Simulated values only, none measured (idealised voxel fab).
Module name: voxel self aligned contacts (process module)
We display cut, a cross-section 175 nm in width whose square cells are each 5 nm.
For the purposes of this document, a cross-section shall be understood as a grid of square cells, specified as bands listed in top-to-bottom order, each band consisting of one or more rows of cells. Band: top and bottom heights (nm) first, top before bottom; then materials from left to right, widths in nm. "everywhere" marks a sole material filling the band edge to edge. "blank" denotes empty space. Where do heights start? At 0: under that level the wafer as delivered is made of one material only. And the lowest band has no floor; it just carries on downward, as in "from 0 down". It should be noted that a width expressed as "30..40" varies in equal increments from row to row of cells within the band, taking the value of the first number at the top row and that of the second number at the bottom row. A step reported as "no alterations made" is a step in which no cell of the cross-section changed. What "Catalogued sealed voids" gives you is every empty space of 8 cells or more that is cut off from the top. Each appears as width x height at distance, with the distance taken from the left edge and width, height and distance all in nm. Heads up: the bit after the settings on a step's line is the simulator's remark on that step. What "overlay nm" on a step's line means: if the step has a mask, that mask lay this far to the right of its planned place, or, when the value is negative, to the left.
# The following list gives the planned process steps
| 1 | RECEIVE [material Si] |
| 2 | CONFORMAL_DEP [material SiO2] [thk nm 5] |
| 3 | DIRECTIONAL_DEP [material polySi] [thk nm 20] |
| 4 | DIRECTIONAL_DEP [material SiN] [thk nm 15] |
| 5 | MASKED_ETCH [tone cover] [mask id GATE] [width nm 25] [pitch nm 60] [etch materials SiN] [depth nm 15] [overlay nm 0] |
| 6 | MASKED_ETCH [tone cover] [mask id GATE] [width nm 25] [pitch nm 60] [etch materials polySi] [depth nm 20] [overlay nm 0] |
| 7 | CONFORMAL_DEP [material SiN] [thk nm 5] |
| 8 | DIRECTIONAL_ETCH [etch materials SiN] [depth nm 5] |
| 9 | FILL_DEP [material SiO2] [thk nm 10] |
| 10 | CMP [height nm 45] |
| 11 | PATTERN [tone open] [mask id CONTACT] [material resist] [width nm 45] [pitch nm 60] [thk nm 20] [overlay nm 0] |
| 12 | DIRECTIONAL_ETCH [etch materials SiO2] [depth nm 45] |
| 13 | STRIP [etch materials resist] |
| 14 | CONFORMAL_DEP [material TiN] [thk nm 5] |
| 15 | FILL_DEP [material Ru] [thk nm 5] |
| 16 | CMP [height nm 45] |
| 17 | CONFORMAL_DEP [material SiCN] [thk nm 5] |
# first wafer, as planned
# Wafer cross-section on receipt, i.e. after step 1
	from 0 down | Si everywhere
	Catalogued sealed voids: none
# Wafer xsec, post step 2
	from 5 to 0 | SiO2 everywhere
	Nothing below the height 0 has changed.
# Wafer xsec, post step 3
	from 25 to 5 | polySi everywhere
	Nothing below the height 5 has changed.
# Wafer xsec, post step 4
	from 40 to 25 | SiN everywhere
	Nothing below the height 25 has changed.
# Wafer xsec, post step 5
	from 40 to 25 | blank=15, SiN=25, blank=35, SiN=25, blank=35, SiN=25, blank=15
	Nothing below the height 25 has changed.
# Wafer xsec, post step 6
	from 40 to 25 | blank=15, SiN=25, blank=35, SiN=25, blank=35, SiN=25, blank=15
	from 25 to 5 | blank=15, polySi=25, blank=35, polySi=25, blank=35, polySi=25, blank=15
	Nothing below the height 5 has changed.
# Wafer xsec, post step 7
	from 45 to 25 | blank=10, SiN=35, blank=25, SiN=35, blank=25, SiN=35, blank=10
	from 25 to 10 | blank=10, SiN=5, polySi=25, SiN=5, blank=25, SiN=5, polySi=25, SiN=5, blank=25, SiN=5, polySi=25, SiN=5, blank=10
	from 10 to 5 | SiN=15, polySi=25, SiN=35, polySi=25, SiN=35, polySi=25, SiN=15
	Nothing below the height 5 has changed.
# Wafer xsec, post step 8
	from 40 to 25 | blank=10, SiN=35, blank=25, SiN=35, blank=25, SiN=35, blank=10
	from 25 to 5 | blank=10, SiN=5, polySi=25, SiN=5, blank=25, SiN=5, polySi=25, SiN=5, blank=25, SiN=5, polySi=25, SiN=5, blank=10
	Nothing below the height 5 has changed.
# Wafer xsec, post step 9
	from 50 to 40 | SiO2 everywhere
	from 40 to 25 | SiO2=10, SiN=35, SiO2=25, SiN=35, SiO2=25, SiN=35, SiO2=10
	from 25 to 5 | SiO2=10, SiN=5, polySi=25, SiN=5, SiO2=25, SiN=5, polySi=25, SiN=5, SiO2=25, SiN=5, polySi=25, SiN=5, SiO2=10
	Nothing below the height 5 has changed.
# Wafer xsec, post step 10
	from 45 to 40 | SiO2 everywhere
	Nothing below the height 40 has changed.
# Wafer xsec, post step 11
	from 65 to 45 | resist=35, blank=45, resist=15, blank=45, resist=35
	Nothing below the height 45 has changed.
# Wafer xsec, post step 12
	from 65 to 45 | resist=35, blank=45, resist=15, blank=45, resist=35
	from 45 to 40 | SiO2=35, blank=45, SiO2=15, blank=45, SiO2=35
	from 40 to 25 | SiO2=10, SiN=35, blank=25, SiN=35, blank=25, SiN=35, SiO2=10
	from 25 to 5 | SiO2=10, SiN=5, polySi=25, SiN=5, blank=25, SiN=5, polySi=25, SiN=5, blank=25, SiN=5, polySi=25, SiN=5, SiO2=10
	from 5 to 0 | SiO2=45, blank=25, SiO2=35, blank=25, SiO2=45
	Nothing below the height 0 has changed.
# Wafer xsec, post step 13
	from 45 to 40 | SiO2=35, blank=45, SiO2=15, blank=45, SiO2=35
	Nothing below the height 40 has changed.
# Wafer xsec, post step 14
	from 50 to 45 | TiN=40, blank=35, TiN=25, blank=35, TiN=40
	from 45 to 40 | SiO2=35, TiN=15, blank=15, TiN=15, SiO2=15, TiN=15, blank=15, TiN=15, SiO2=35
	from 40 to 25 | SiO2=10, SiN=35, TiN=5, blank=15, TiN=5, SiN=35, TiN=5, blank=15, TiN=5, SiN=35, SiO2=10
	from 25 to 5 | SiO2=10, SiN=5, polySi=25, SiN=5, TiN=5, blank=15, TiN=5, SiN=5, polySi=25, SiN=5, TiN=5, blank=15, TiN=5, SiN=5, polySi=25, SiN=5, SiO2=10
	from 5 to 0 | SiO2=45, TiN=25, SiO2=35, TiN=25, SiO2=45
	Nothing below the height 0 has changed.
# Wafer xsec, post step 15
	from 55 to 50 | Ru everywhere
	from 50 to 45 | TiN=40, Ru=35, TiN=25, Ru=35, TiN=40
	from 45 to 40 | SiO2=35, TiN=15, Ru=15, TiN=15, SiO2=15, TiN=15, Ru=15, TiN=15, SiO2=35
	from 40 to 25 | SiO2=10, SiN=35, TiN=5, Ru=15, TiN=5, SiN=35, TiN=5, Ru=15, TiN=5, SiN=35, SiO2=10
	from 25 to 5 | SiO2=10, SiN=5, polySi=25, SiN=5, TiN=5, Ru=15, TiN=5, SiN=5, polySi=25, SiN=5, TiN=5, Ru=15, TiN=5, SiN=5, polySi=25, SiN=5, SiO2=10
	Nothing below the height 5 has changed.
# Wafer xsec, post step 16
	from 45 to 40 | SiO2=35, TiN=15, Ru=15, TiN=15, SiO2=15, TiN=15, Ru=15, TiN=15, SiO2=35
	Nothing below the height 40 has changed.
# Wafer xsec, post step 17
	from 50 to 45 | SiCN everywhere
	Nothing below the height 45 has changed.
# Second wafer. Start and plan as for the first. One mistake made in running. Agrees with the first up to and including step 2
# At the planned end of step 3, the second wafer in cross-section
	from 45 to 5 | polySi everywhere
	Nothing below the height 5 has changed.
# At the planned end of step 4, the second wafer in cross-section
	from 60 to 45 | SiN everywhere
	Nothing below the height 45 has changed.
# At the planned end of step 5, the second wafer in cross-section
	from 60 to 45 | blank=15, SiN=25, blank=35, SiN=25, blank=35, SiN=25, blank=15
	Nothing below the height 45 has changed.
# At the planned end of step 6, the second wafer in cross-section
	from 60 to 45 | blank=15, SiN=25, blank=35, SiN=25, blank=35, SiN=25, blank=15
	from 45 to 25 | blank=15, polySi=25, blank=35, polySi=25, blank=35, polySi=25, blank=15
	Nothing below the height 25 has changed.
# At the planned end of step 7, the second wafer in cross-section
	from 65 to 45 | blank=10, SiN=35, blank=25, SiN=35, blank=25, SiN=35, blank=10
	from 45 to 30 | blank=10, SiN=5, polySi=25, SiN=5, blank=25, SiN=5, polySi=25, SiN=5, blank=25, SiN=5, polySi=25, SiN=5, blank=10
	from 30 to 25 | SiN=15, polySi=25, SiN=35, polySi=25, SiN=35, polySi=25, SiN=15
	Nothing below the height 25 has changed.
# At the planned end of step 8, the second wafer in cross-section
	from 60 to 45 | blank=10, SiN=35, blank=25, SiN=35, blank=25, SiN=35, blank=10
	from 45 to 25 | blank=10, SiN=5, polySi=25, SiN=5, blank=25, SiN=5, polySi=25, SiN=5, blank=25, SiN=5, polySi=25, SiN=5, blank=10
	Nothing below the height 25 has changed.
# At the planned end of step 9, the second wafer in cross-section
	from 70 to 60 | SiO2 everywhere
	from 60 to 45 | SiO2=10, SiN=35, SiO2=25, SiN=35, SiO2=25, SiN=35, SiO2=10
	from 45 to 25 | SiO2=10, SiN=5, polySi=25, SiN=5, SiO2=25, SiN=5, polySi=25, SiN=5, SiO2=25, SiN=5, polySi=25, SiN=5, SiO2=10
	Nothing below the height 25 has changed.
# At the planned end of step 10, the second wafer in cross-section
	from 45 to 25 | SiO2=10, SiN=5, polySi=25, SiN=5, SiO2=25, SiN=5, polySi=25, SiN=5, SiO2=25, SiN=5, polySi=25, SiN=5, SiO2=10
	Nothing below the height 25 has changed.
# At the planned end of step 11, the second wafer in cross-section
	from 65 to 45 | resist=35, blank=45, resist=15, blank=45, resist=35
	Nothing below the height 45 has changed.
# At the planned end of step 12, the second wafer in cross-section
	from 65 to 45 | resist=35, blank=45, resist=15, blank=45, resist=35
	from 45 to 25 | SiO2=10, SiN=5, polySi=25, SiN=5, blank=25, SiN=5, polySi=25, SiN=5, blank=25, SiN=5, polySi=25, SiN=5, SiO2=10
	Nothing below the height 25 has changed.
# At the planned end of step 13, the second wafer in cross-section
	from 45 to 25 | SiO2=10, SiN=5, polySi=25, SiN=5, blank=25, SiN=5, polySi=25, SiN=5, blank=25, SiN=5, polySi=25, SiN=5, SiO2=10
	Nothing below the height 25 has changed.
# At the planned end of step 14, the second wafer in cross-section
	from 50 to 45 | TiN=50, blank=15, TiN=45, blank=15, TiN=50
	from 45 to 30 | SiO2=10, SiN=5, polySi=25, SiN=5, TiN=5, blank=15, TiN=5, SiN=5, polySi=25, SiN=5, TiN=5, blank=15, TiN=5, SiN=5, polySi=25, SiN=5, SiO2=10
	from 30 to 25 | SiO2=10, SiN=5, polySi=25, SiN=5, TiN=25, SiN=5, polySi=25, SiN=5, TiN=25, SiN=5, polySi=25, SiN=5, SiO2=10
	Nothing below the height 25 has changed.
# At the planned end of step 15, the second wafer in cross-section
	from 55 to 50 | Ru everywhere
	from 50 to 45 | TiN=50, Ru=15, TiN=45, Ru=15, TiN=50
	from 45 to 30 | SiO2=10, SiN=5, polySi=25, SiN=5, TiN=5, Ru=15, TiN=5, SiN=5, polySi=25, SiN=5, TiN=5, Ru=15, TiN=5, SiN=5, polySi=25, SiN=5, SiO2=10
	Nothing below the height 30 has changed.
# At the planned end of step 16, the second wafer in cross-section
	from 45 to 30 | SiO2=10, SiN=5, polySi=25, SiN=5, TiN=5, Ru=15, TiN=5, SiN=5, polySi=25, SiN=5, TiN=5, Ru=15, TiN=5, SiN=5, polySi=25, SiN=5, SiO2=10
	Nothing below the height 30 has changed.
# At the planned end of step 17, the second wafer in cross-section
	from 50 to 45 | SiCN everywhere
	Nothing below the height 45 has changed.
Run error: step 3 of the plan saw execution twice
At the finish, the second wafer shows more or fewer cells for some materials than the first does: Ru: 30 fewer; SiN: 63 fewer; SiO2: 19 fewer; TiN: 28 fewer; polySi: 140 more
